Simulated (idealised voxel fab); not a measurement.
process module | voxel tone inversion
cross-section cut | 200 nm wide | cells 5 nm
A cross-section is a grid of square cells, given in bands from the top down. A band is one or more rows of cells.
Each band's line starts with the height of the band's top and of its bottom, in nm. Then come its materials from left to right, each with its width in nm. One material with "throughout" fills the band from edge to edge. "air" is empty space.
Height 0 is the level under which the wafer as received is all one material. The lowest band goes on downwards, as in "0 down".
A width such as "30 to 40" changes by the same amount from each row of cells to the next, from the band's top row to its bottom row.
"no change" after a step means that no cell of the cross-section changed.
closed voids: empty space of 8 cells or more with no open way to the top, each as width x height at its distance from the left edge, in nm
after a step's settings: what the simulator itself notes on the step
overlay nm, on a step with a mask: how far to the right of its planned place the mask lay; to the left if negative
plan
1 op RECEIVE | material Si
2 op CONFORMAL_DEP | material SiN | thk nm 5
3 op DIRECTIONAL_DEP | material aC | thk nm 20
4 op PATTERN | tone cover | mask id POSTS | material resist | width nm 20 | pitch nm 35 | thk nm 30 | overlay nm 0
5 op DIRECTIONAL_ETCH | etch materials aC | depth nm 20
6 op STRIP | etch materials resist
7 op FILL_DEP | material SiO2 | thk nm 10
8 op CMP | height nm 25
9 op STRIP | etch materials aC
10 op CONFORMAL_DEP | material TiN | thk nm 5
11 op FILL_DEP | material W | thk nm 10
12 op CMP | height nm 25
13 op CONFORMAL_DEP | material SiCN | thk nm 5
as received, after step 1
  0 down: Si throughout
  closed voids: none
a wafer at the end: this start, this plan, one mistake
  30 to 25: SiCN throughout
  25 to 10: SiO2 45 | TiN 5 | W 10 | TiN 5 | SiO2 15 | TiN 5 | W 10 | TiN 5 | SiO2 15 | TiN 5 | W 10 | TiN 5 | SiO2 65
  10 to 5: SiO2 45 | TiN 20 | SiO2 15 | TiN 20 | SiO2 15 | TiN 20 | SiO2 65
  5 to 0: SiN throughout
  0 down: Si throughout
  closed voids: none
what went wrong: step 4 ran as: op PATTERN | tone cover | mask id POSTS | material resist | width nm 20 | pitch nm 35 | thk nm 30 | overlay nm -10
